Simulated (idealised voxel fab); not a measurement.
Process module name: voxel spacer lines
Displayed cross-section: cut, width of 250 nm, square cells sized 5 nm.
Cross-sections here: square-cell grids, written as top-down lists of bands, a band being one or more rows of cells. It is stipulated that each band's entry specify, in nanometres, the height of the top of the band and then that of its bottom, followed by the materials of the band in left-to-right sequence, each together with its width in nanometres. A single material marked by the word "all across" is understood to fill the band from edge to edge; the word "air" is understood to denote empty space. Height 0 is the level under which the wafer as received is all one material. The lowest band goes on downwards, as in "0 down". Per-row width for "30 to 40": begins at first number (top row of band), ends at second number (bottom row), increment between rows held constant. You'll sometimes find "no change" written for a step, and that's the way of saying that nowhere in the cross-section did a cell change during that step. Entry "Sealed internal cavities". Content: empty spaces with no open connection to the top, size 8 cells or greater. Each: width x height at distance. Distance: from left edge. Unit: nm. Note: text after step settings on the step line = simulator remark on that step. The "overlay nm" setting may appear on a step's line; for a step that uses a mask, it gives how far to the right of its planned position the mask lay, and a negative value indicates the left.

Process steps - plan
1 op RECEIVE | material Si
2 op CONFORMAL_DEP | material Al2O3 | thk nm 10
3 op DIRECTIONAL_DEP | material SiN | thk nm 20
4 op DIRECTIONAL_DEP | material aC | thk nm 20
5 op PATTERN | tone cover | mask id MANDREL | material resist | width nm 15 | pitch nm 50 | thk nm 30 | overlay nm 0
6 op DIRECTIONAL_ETCH | etch materials aC | depth nm 20
7 op STRIP | etch materials resist
8 op CONFORMAL_DEP | material SiO2 | thk nm 10
9 op DIRECTIONAL_ETCH | etch materials SiO2 | depth nm 10
10 op STRIP | etch materials aC
11 op DIRECTIONAL_ETCH | etch materials SiN | depth nm 20
12 op STRIP | etch materials SiO2
13 op FILL_DEP | material lowk | thk nm 5
14 op CMP | height nm 30

First of two wafers - as planned

Here's what the wafer looked like in cross-section when it arrived - that's after step 1
> 0 down | Si all across
> Sealed internal cavities: none

Wafer xsec, post step 2
> 10 to 0 | Al2O3 all across
> For the remainder of the cross-section, below 0, there is no change.

Wafer xsec, post step 3
> 30 to 10 | SiN all across
> For the remainder of the cross-section, below 10, there is no change.

Wafer xsec, post step 4
> 50 to 30 | aC all across
> For the remainder of the cross-section, below 30, there is no change.

Wafer xsec, post step 5
> 80 to 50 | air: 65  resist: 15  air: 35  resist: 15  air: 35  resist: 15  air: 70
> For the remainder of the cross-section, below 50, there is no change.

Wafer xsec, post step 6
> 60 to 50 | air: 65  resist: 15  air: 35  resist: 15  air: 35  resist: 15  air: 70
> 50 to 30 | air: 65  aC: 15  air: 35  aC: 15  air: 35  aC: 15  air: 70
> For the remainder of the cross-section, below 30, there is no change.

Wafer xsec, post step 7
> 50 to 30 | air: 65  aC: 15  air: 35  aC: 15  air: 35  aC: 15  air: 70
> For the remainder of the cross-section, below 30, there is no change.

Wafer xsec, post step 8
> 60 to 50 | air: 55  SiO2: 35  air: 15  SiO2: 35  air: 15  SiO2: 35  air: 60
> 50 to 40 | air: 55  SiO2: 10  aC: 15  SiO2: 10  air: 15  SiO2: 10  aC: 15  SiO2: 10  air: 15  SiO2: 10  aC: 15  SiO2: 10  air: 60
> 40 to 30 | SiO2: 65  aC: 15  SiO2: 35  aC: 15  SiO2: 35  aC: 15  SiO2: 70
> For the remainder of the cross-section, below 30, there is no change.

Wafer xsec, post step 9
> 50 to 30 | air: 55  SiO2: 10  aC: 15  SiO2: 10  air: 15  SiO2: 10  aC: 15  SiO2: 10  air: 15  SiO2: 10  aC: 15  SiO2: 10  air: 60
> For the remainder of the cross-section, below 30, there is no change.

Wafer xsec, post step 10
> 50 to 30 | air: 55  SiO2: 10  air: 15  SiO2: 10  air: 15  SiO2: 10  air: 15  SiO2: 10  air: 15  SiO2: 10  air: 15  SiO2: 10  air: 60
> For the remainder of the cross-section, below 30, there is no change.

Wafer xsec, post step 11
> 50 to 30 | air: 55  SiO2: 10  air: 15  SiO2: 10  air: 15  SiO2: 10  air: 15  SiO2: 10  air: 15  SiO2: 10  air: 15  SiO2: 10  air: 60
> 30 to 10 | air: 55  SiN: 10  air: 15  SiN: 10  air: 15  SiN: 10  air: 15  SiN: 10  air: 15  SiN: 10  air: 15  SiN: 10  air: 60
> For the remainder of the cross-section, below 10, there is no change.

Wafer xsec, post step 12
> 30 to 10 | air: 55  SiN: 10  air: 15  SiN: 10  air: 15  SiN: 10  air: 15  SiN: 10  air: 15  SiN: 10  air: 15  SiN: 10  air: 60
> For the remainder of the cross-section, below 10, there is no change.

Wafer xsec, post step 13
> 35 to 30 | lowk all across
> 30 to 10 | lowk: 55  SiN: 10  lowk: 15  SiN: 10  lowk: 15  SiN: 10  lowk: 15  SiN: 10  lowk: 15  SiN: 10  lowk: 15  SiN: 10  lowk: 60
> For the remainder of the cross-section, below 10, there is no change.

Wafer xsec, post step 14
> 30 to 10 | lowk: 55  SiN: 10  lowk: 15  SiN: 10  lowk: 15  SiN: 10  lowk: 15  SiN: 10  lowk: 15  SiN: 10  lowk: 15  SiN: 10  lowk: 60
> For the remainder of the cross-section, below 10, there is no change.

The second wafer: identical to the first at the outset and in its planned sequence, differing only in that one mistake was made during processing; up to and including step 5, its path is the first wafer's path

Cross-section of the second wafer when, according to plan, step 6 should have finished
> 40 to 30 | air: 65  aC: 15  air: 35  aC: 15  air: 35  aC: 15  air: 70
> For the remainder of the cross-section, below 30, there is no change.

Cross-section of the second wafer when, according to plan, step 7 should have finished: no change

Cross-section of the second wafer when, according to plan, step 8 should have finished
> 50 to 40 | air: 55  SiO2: 35  air: 15  SiO2: 35  air: 15  SiO2: 35  air: 60
> 40 to 30 | SiO2: 65  aC: 15  SiO2: 35  aC: 15  SiO2: 35  aC: 15  SiO2: 70
> For the remainder of the cross-section, below 30, there is no change.

Cross-section of the second wafer when, according to plan, step 9 should have finished
> 40 to 30 | air: 55  SiO2: 10  aC: 15  SiO2: 10  air: 15  SiO2: 10  aC: 15  SiO2: 10  air: 15  SiO2: 10  aC: 15  SiO2: 10  air: 60
> For the remainder of the cross-section, below 30, there is no change.

Cross-section of the second wafer when, according to plan, step 10 should have finished
> 40 to 30 | air: 55  SiO2: 10  air: 15  SiO2: 10  air: 15  SiO2: 10  air: 15  SiO2: 10  air: 15  SiO2: 10  air: 15  SiO2: 10  air: 60
> For the remainder of the cross-section, below 30, there is no change.

Cross-section of the second wafer when, according to plan, step 11 should have finished
> 40 to 30 | air: 55  SiO2: 10  air: 15  SiO2: 10  air: 15  SiO2: 10  air: 15  SiO2: 10  air: 15  SiO2: 10  air: 15  SiO2: 10  air: 60
> 30 to 10 | air: 55  SiN: 10  air: 15  SiN: 10  air: 15  SiN: 10  air: 15  SiN: 10  air: 15  SiN: 10  air: 15  SiN: 10  air: 60
> For the remainder of the cross-section, below 10, there is no change.

Cross-section of the second wafer when, according to plan, step 12 should have finished
> 30 to 10 | air: 55  SiN: 10  air: 15  SiN: 10  air: 15  SiN: 10  air: 15  SiN: 10  air: 15  SiN: 10  air: 15  SiN: 10  air: 60
> For the remainder of the cross-section, below 10, there is no change.

Cross-section of the second wafer when, according to plan, step 13 should have finished
> 35 to 30 | lowk all across
> 30 to 10 | lowk: 55  SiN: 10  lowk: 15  SiN: 10  lowk: 15  SiN: 10  lowk: 15  SiN: 10  lowk: 15  SiN: 10  lowk: 15  SiN: 10  lowk: 60
> For the remainder of the cross-section, below 10, there is no change.

Cross-section of the second wafer when, according to plan, step 14 should have finished
> 30 to 10 | lowk: 55  SiN: 10  lowk: 15  SiN: 10  lowk: 15  SiN: 10  lowk: 15  SiN: 10  lowk: 15  SiN: 10  lowk: 15  SiN: 10  lowk: 60
> For the remainder of the cross-section, below 10, there is no change.
What broke from the plan during processing? step 6 of the plan was twice carried out
Given identical final cross-sections on the two wafers, the mistake has no effect on any quantity computed by this model.
